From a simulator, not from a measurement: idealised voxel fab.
Proc. module: voxel double patterning
Xsec cut, 300 nm wide, square cell size 5 nm.
We lay out every cross-section as a grid of square cells and spell it out in bands from the top down, where one band means one or more rows of cells.
Basically the band line says how high the top is and how high the bottom is, in nm, and then what's in it from left to right, every material with its width in nm. Empty space shows up as "empty", and if a single material carries "edge to edge" it runs the full band edge to edge.
Heights are expressed relative to 0, this being the level below which the as-received wafer comprises one material exclusively. The lowest band is unbounded in the downward direction and is denoted as in "0 -> down".
Width: "30..40" (first number = top row, second number = bottom row, same change from row to row of cells).
It should be understood that the words "changes: none", when stated for a given step, signify that the cross-section underwent no change in any of its cells during that step.
Entry "Voids, fully enclosed". Content: empty spaces with no open connection to the top, size 8 cells or greater. Each: width x height at distance. Distance: from left edge. Unit: nm.
On each step's line, the part that comes after the settings is the simulator's own comment on the step.
A step line may carry the setting "overlay nm", which, for steps involving a mask, states the distance by which the mask lay to the right of its intended position; negative values denote displacement to the left.
The following list gives the planned process steps
step 1: RECEIVE | material Si
step 2: CONFORMAL_DEP | material SiO2 | thk nm 5
step 3: DIRECTIONAL_DEP | material W | thk nm 15
step 4: DIRECTIONAL_DEP | material SiCN | thk nm 10
step 5: DIRECTIONAL_DEP | material aC | thk nm 15
step 6: PATTERN | tone open | mask id FIRST | material resist | width nm 15 | pitch nm 50 | thk nm 30 | overlay nm 0
step 7: DIRECTIONAL_ETCH | etch materials aC | depth nm 15
step 8: STRIP | etch materials resist
step 9: DIRECTIONAL_ETCH | etch materials SiCN | depth nm 10
step 10: STRIP | etch materials aC
step 11: PATTERN | tone open | mask id SECOND | material resist | width nm 15 | pitch nm 50 | thk nm 15 | overlay nm 0
step 12: DIRECTIONAL_ETCH | etch materials SiCN | depth nm 10
step 13: STRIP | etch materials resist
step 14: DIRECTIONAL_ETCH | etch materials W | depth nm 15
step 15: STRIP | etch materials SiCN
Cross-section of the wafer as it came to us, i.e., already through step 1
  0 -> down  Si edge to edge
  Voids, fully enclosed: none
The plan above was carried out on the starting structure above with one mistake, and this cross-section shows the wafer at the end of the module
  20 -> 5  90 of empty | 15 of W | 35 of empty | 15 of W | 35 of empty | 15 of W | 95 of empty
  5 -> 0  SiO2 edge to edge
  0 -> down  Si edge to edge
  Voids, fully enclosed: none
Heads up, the wafer didn't run the way we planned it: step 6 was not run as planned; what actually ran was PATTERN | tone cover | mask id FIRST | material resist | width nm 15 | pitch nm 50 | thk nm 30 | overlay nm 0
